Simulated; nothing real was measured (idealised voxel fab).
The following is a process module called voxel transistor to metal.
Section cut is 185 nm wide and gridded with 5 nm square cells.
A cross-section in this document is a grid of square cells, and it is written down as bands, the top band listed before the ones below it; a band is made up of one or more rows of cells. Band entry format. Leading values: height of top, height of bottom, nm. Remainder: materials in left-to-right order, each with its width in nm. Special words: "full width" on a single material, which then fills the band edge to edge; "blank", empty space. Height is counted from the level 0, under which the received wafer is composed throughout of one material. The lowest of the bands is not closed at the bottom but continues downward, in the notation "from 0 down". So if you see something like "30->40" for the width, read it as the top row of the band sitting at the first number and the bottom row at the second, with every row in between moving by the same amount as the last. Any step labelled "left unchanged" changed none of the cells in the cross-section. Empty spaces without an open route to the top, at least 8 cells in extent, make up the entry "Completely enclosed voids"; each is given as width x height at distance, where the distance is measured from the left edge, and all are in nm. Read whatever lies past the settings on a step's line as the simulator's own remark about the step. Regarding "overlay nm": on a step with a mask, it is the distance the mask lay to the right of its planned place; a negative value places it to the left.
The steps planned for the process are as follows
step 1: RECEIVE: material Si
step 2: OXIDIZE: depth nm 5
step 3: CONFORMAL_DEP: material SiN, thk nm 15
step 4: MASKED_ETCH: tone cover, mask id ACTIVE, width nm 110, etch materials SiN, depth nm 15, overlay nm 0
step 5: MASKED_ETCH: tone cover, mask id ACTIVE, width nm 110, etch materials SiO2, depth nm 5, overlay nm 0
step 6: MASKED_ETCH: tone cover, mask id ACTIVE, width nm 110, etch materials Si, depth nm 30, overlay nm 0
step 7: FILL_DEP: material SiO2, thk nm 10
step 8: CMP: height nm 15
step 9: SELECTIVE_ETCH: etch materials SiO2, depth nm 5
step 10: STRIP: etch materials SiN
step 11: SELECTIVE_ETCH: etch materials SiO2, depth nm 5
step 12: OXIDIZE: depth nm 5
step 13: DIRECTIONAL_DEP: material polySi, thk nm 20
step 14: DIRECTIONAL_DEP: material SiCN, thk nm 15
step 15: MASKED_ETCH: tone cover, mask id GATE, width nm 20, etch materials SiCN, depth nm 25, overlay nm 0
step 16: MASKED_ETCH: tone cover, mask id GATE, width nm 20, etch materials polySi, depth nm 30, overlay nm 0
step 17: CONFORMAL_DEP: material SiN, thk nm 10
step 18: DIRECTIONAL_ETCH: etch materials SiN, depth nm 10
step 19: DIRECTIONAL_ETCH: etch materials SiO2, depth nm 5
step 20: DIRECTIONAL_ETCH: etch materials Si, depth nm 5
step 21: EPI: material nSi, thk nm 5
step 22: FILL_DEP: material SiO2, thk nm 5
step 23: CMP: height nm 30
step 24: DIRECTIONAL_DEP: material SiO2, thk nm 15
step 25: DIRECTIONAL_DEP: material aC, thk nm 10
step 26: PATTERN: tone open, mask id CONTACT, material resist, width nm 20, pitch nm 80, thk nm 30, overlay nm 0
step 27: DIRECTIONAL_ETCH: etch materials aC, depth nm 10
step 28: STRIP: etch materials resist
step 29: DIRECTIONAL_ETCH: etch materials SiO2, depth nm 55
step 30: STRIP: etch materials aC
step 31: CONFORMAL_DEP: material TiN, thk nm 5
step 32: FILL_DEP: material Ru, thk nm 10
step 33: CMP: height nm 45
step 34: CONFORMAL_DEP: material SiN, thk nm 5
step 35: DIRECTIONAL_DEP: material SiO2, thk nm 15
step 36: MASKED_ETCH: tone open, mask id METAL_1, width nm 20, pitch nm 80, etch materials SiO2, depth nm 15, overlay nm 0
step 37: MASKED_ETCH: tone open, mask id METAL_1, width nm 20, pitch nm 80, etch materials SiN, depth nm 5, overlay nm 0
step 38: CONFORMAL_DEP: material TiN, thk nm 5
step 39: FILL_DEP: material Cu, thk nm 5
step 40: CMP: height nm 65
step 41: EPI: material Ru, thk nm 5
step 42: FILL_DEP: material SiCN, thk nm 5
step 43: DIRECTIONAL_DEP: material lowk, thk nm 30
step 44: MASKED_ETCH: tone open, mask id METAL_2, width nm 20, pitch nm 80, etch materials lowk, depth nm 15, overlay nm 0
step 45: PATTERN: tone open, mask id METAL_2_HOLES, material resist, width nm 15, pitch nm 80, thk nm 15, overlay nm 0
step 46: DIRECTIONAL_ETCH: etch materials lowk, depth nm 15
step 47: DIRECTIONAL_ETCH: etch materials SiCN, depth nm 5
step 48: STRIP: etch materials resist
step 49: CONFORMAL_DEP: material TiN, thk nm 5
step 50: FILL_DEP: material Cu, thk nm 10
step 51: CMP: height nm 105
step 52: CONFORMAL_DEP: material SiCN, thk nm 5
Wafer as received: cross-section following step 1
  from 0 down: Si full width
  Completely enclosed voids: none
Here's the cross-section of the first of our two wafers at the end of the module - it ran as planned
  from 110 to 105: SiCN full width
  from 105 to 95: lowk 40, TiN 5, Cu 10, TiN 5, lowk 60, TiN 5, Cu 10, TiN 5, lowk 45
  from 95 to 90: lowk 40, TiN 5, Cu 5, TiN 10, lowk 60, TiN 5, Cu 5, TiN 10, lowk 45
  from 90 to 75: lowk 40, TiN 5, Cu 5, TiN 5, lowk 65, TiN 5, Cu 5, TiN 5, lowk 50
  from 75 to 70: SiCN 40, TiN 15, SiCN 65, TiN 15, SiCN 50
  from 70 to 65: SiCN 35, Ru 30, SiCN 50, Ru 30, SiCN 40
  from 65 to 50: SiO2 40, TiN 5, Cu 10, TiN 5, SiO2 60, TiN 5, Cu 10, TiN 5, SiO2 45
  from 50 to 45: SiN 40, TiN 20, SiN 60, TiN 20, SiN 45
  from 45 to 30: SiO2 40, TiN 5, Ru 10, TiN 5, SiO2 60, TiN 5, Ru 10, TiN 5, SiO2 45
  from 30 to 15: SiO2 40, TiN 5, Ru 10, TiN 5, SiO2 10, SiN 10, SiCN 20, SiN 10, SiO2 10, TiN 5, Ru 10, TiN 5, SiO2 45
  from 15 to 5: SiO2 40, TiN 5, Ru 10, TiN 5, SiO2 10, SiN 10, polySi 20, SiN 10, SiO2 10, TiN 5, Ru 10, TiN 5, SiO2 45
  from 5 to -5: SiO2 30, SiN 10, TiN 5->10, Ru 10->5, TiN 5, SiO2 10, SiN 10, polySi 20, SiN 10, SiO2 10, TiN 5, Ru 10->5, TiN 5->10, SiN 10, SiO2 35
  from -5 to -10: SiO2 40, nSi 5, TiN 15, SiO2 5, nSi 5, SiO2 40, nSi 5, SiO2 5, TiN 15, nSi 5, SiO2 45
  from -10 to -15: SiO2 35, Si 5, nSi 30, Si 40, nSi 30, Si 5, SiO2 40
  from -15 to -35: SiO2 35, Si 110, SiO2 40
  from -35 down: Si full width
  Completely enclosed voids: none
Presented here is a cross-section of the second of the two wafers as it stood at the end of the module. It was started in the same manner and assigned the same plan as the first wafer; however, one mistake was made in its execution
  from 110 to 105: SiCN full width
  from 105 to 95: lowk 40, TiN 5, Cu 10, TiN 5, lowk 60, TiN 5, Cu 10, TiN 5, lowk 45
  from 95 to 90: lowk 40, TiN 5, Cu 5, TiN 10, lowk 60, TiN 5, Cu 5, TiN 10, lowk 45
  from 90 to 75: lowk 40, TiN 5, Cu 5, TiN 5, lowk 65, TiN 5, Cu 5, TiN 5, lowk 50
  from 75 to 70: SiCN 40, TiN 15, SiCN 65, TiN 15, SiCN 50
  from 70 to 65: SiCN 35, Ru 30, SiCN 50, Ru 30, SiCN 40
  from 65 to 50: SiO2 40, TiN 5, Cu 10, TiN 5, SiO2 60, TiN 5, Cu 10, TiN 5, SiO2 45
  from 50 to 45: SiN 40, TiN 20, SiN 60, TiN 20, SiN 45
  from 45 to 40: TiN 45, Ru 10, TiN 70, Ru 10, TiN 50
  from 40 to 25: SiO2 40, TiN 5, Ru 10, TiN 5, SiO2 60, TiN 5, Ru 10, TiN 5, SiO2 45
  from 25 to 15: SiO2 40, TiN 5, Ru 10, TiN 5, SiO2 10, SiN 10, SiCN 20, SiN 10, SiO2 10, TiN 5, Ru 10, TiN 5, SiO2 45
  from 15 to 5: SiO2 40, TiN 5, Ru 10, TiN 5, SiO2 10, SiN 10, polySi 20, SiN 10, SiO2 10, TiN 5, Ru 10, TiN 5, SiO2 45
  from 5 to -5: SiO2 30, SiN 10, TiN 5->10, Ru 10->5, TiN 5, SiO2 10, SiN 10, polySi 20, SiN 10, SiO2 10, TiN 5, Ru 10->5, TiN 5->10, SiN 10, SiO2 35
  from -5 to -10: SiO2 40, nSi 5, TiN 15, SiO2 5, nSi 5, SiO2 40, nSi 5, SiO2 5, TiN 15, nSi 5, SiO2 45
  from -10 to -15: SiO2 35, Si 5, nSi 30, Si 40, nSi 30, Si 5, SiO2 40
  from -15 to -35: SiO2 35, Si 110, SiO2 40
  from -35 down: Si full width
  Completely enclosed voids: none
Finding, execution versus plan: for step 23, the planned setting was not used; the step was instead run as CMP: height nm 25
End of process, cell counts, second wafer against first, materials with more or fewer: SiCN -4; SiN -4; SiO2 -21; TiN +29
